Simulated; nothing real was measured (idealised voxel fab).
A process module follows: voxel lift off.
cross-section cut | 190 nm wide | cells 5 nm
Reading order for cross-sections: top band down to bottom band. Underlying form: a grid of square cells. Band size: one or more rows of cells. Band: top height; bottom height; in nm. Then, left to right: material with width in nm, for each material. "all across": a single material spanning edge to edge. "empty": empty space. Height is counted from the level 0, under which the received wafer is composed throughout of one material. The lowest of the bands is not closed at the bottom but continues downward, in the notation "0 and below". The notation "30 to 40" denotes a width that varies across the rows of cells in the band, beginning at the first number in the top row, finishing at the second number in the bottom row, and changing by an identical amount from each row to the next. What does "remains unaltered" mean for a step? It means no cell of the cross-section changed in that step. Each empty space that has no open way to the top and spans at least 8 cells appears under "Enclosed empty spaces" as width x height at distance, the distance counted from the left edge, all in nm. Read whatever lies past the settings on a step's line as the simulator's own remark about the step. overlay nm: step with mask; distance mask lay right of planned place; negative value = left of planned place.

So here's the lineup of process steps we planned
1. RECEIVE, material Si
2. CONFORMAL_DEP, material SiN, thk nm 15
3. PATTERN, tone open, mask id LINES, material resist, width nm 30, pitch nm 50, thk nm 30, overlay nm 0
4. DIRECTIONAL_DEP, material Ru, thk nm 15
5. STRIP, etch materials resist
6. CONFORMAL_DEP, material SiO2, thk nm 5

First wafer out of two, processed as planned

Wafer cross-section on receipt, i.e. after step 1
	0 and below  Si all across
	Enclosed empty spaces: none

So this is the wafer cross-section right after step 2
	15 down to 0  SiN all across
	For the remainder of the cross-section, below 0, there is no change.

So this is the wafer cross-section right after step 3
	45 down to 15  resist: 30 / empty: 30 / resist: 20 / empty: 30 / resist: 20 / empty: 30 / resist: 30
	For the remainder of the cross-section, below 15, there is no change.

So this is the wafer cross-section right after step 4
	60 down to 45  Ru: 30 / empty: 30 / Ru: 20 / empty: 30 / Ru: 20 / empty: 30 / Ru: 30
	45 down to 30  resist: 30 / empty: 30 / resist: 20 / empty: 30 / resist: 20 / empty: 30 / resist: 30
	30 down to 15  resist: 30 / Ru: 30 / resist: 20 / Ru: 30 / resist: 20 / Ru: 30 / resist: 30
	For the remainder of the cross-section, below 15, there is no change.

So this is the wafer cross-section right after step 5
	30 down to 15  empty: 30 / Ru: 30 / empty: 20 / Ru: 30 / empty: 20 / Ru: 30 / empty: 30
	For the remainder of the cross-section, below 15, there is no change.

So this is the wafer cross-section right after step 6
	35 down to 30  empty: 25 / SiO2: 40 / empty: 10 / SiO2: 40 / empty: 10 / SiO2: 40 / empty: 25
	30 down to 20  empty: 25 / SiO2: 5 / Ru: 30 / SiO2: 5 / empty: 10 / SiO2: 5 / Ru: 30 / SiO2: 5 / empty: 10 / SiO2: 5 / Ru: 30 / SiO2: 5 / empty: 25
	20 down to 15  SiO2: 30 / Ru: 30 / SiO2: 20 / Ru: 30 / SiO2: 20 / Ru: 30 / SiO2: 30
	For the remainder of the cross-section, below 15, there is no change.

Regarding the second of the two wafers: it shared the first wafer's starting condition and process plan, yet one error occurred during its execution. Its history coincides with that of the first wafer up to and including step 1

Planned end of step 2: second wafer, cross-section
	5 down to 0  SiN all across
	For the remainder of the cross-section, below 0, there is no change.

Planned end of step 3: second wafer, cross-section
	35 down to 5  resist: 30 / empty: 30 / resist: 20 / empty: 30 / resist: 20 / empty: 30 / resist: 30
	For the remainder of the cross-section, below 5, there is no change.

Planned end of step 4: second wafer, cross-section
	50 down to 35  Ru: 30 / empty: 30 / Ru: 20 / empty: 30 / Ru: 20 / empty: 30 / Ru: 30
	35 down to 20  resist: 30 / empty: 30 / resist: 20 / empty: 30 / resist: 20 / empty: 30 / resist: 30
	20 down to 5  resist: 30 / Ru: 30 / resist: 20 / Ru: 30 / resist: 20 / Ru: 30 / resist: 30
	For the remainder of the cross-section, below 5, there is no change.

Planned end of step 5: second wafer, cross-section
	20 down to 5  empty: 30 / Ru: 30 / empty: 20 / Ru: 30 / empty: 20 / Ru: 30 / empty: 30
	For the remainder of the cross-section, below 5, there is no change.

Planned end of step 6: second wafer, cross-section
	25 down to 20  empty: 25 / SiO2: 40 / empty: 10 / SiO2: 40 / empty: 10 / SiO2: 40 / empty: 25
	20 down to 10  empty: 25 / SiO2: 5 / Ru: 30 / SiO2: 5 / empty: 10 / SiO2: 5 / Ru: 30 / SiO2: 5 / empty: 10 / SiO2: 5 / Ru: 30 / SiO2: 5 / empty: 25
	10 down to 5  SiO2: 30 / Ru: 30 / SiO2: 20 / Ru: 30 / SiO2: 20 / Ru: 30 / SiO2: 30
	For the remainder of the cross-section, below 5, there is no change.
Where did the run depart from the plan? step 2 ran differently from the plan; actual operation with settings: CONFORMAL_DEP, material SiN, thk nm 5
Heads up, by the end the second wafer has more or fewer cells of some materials compared to the first: 76 fewer of SiN
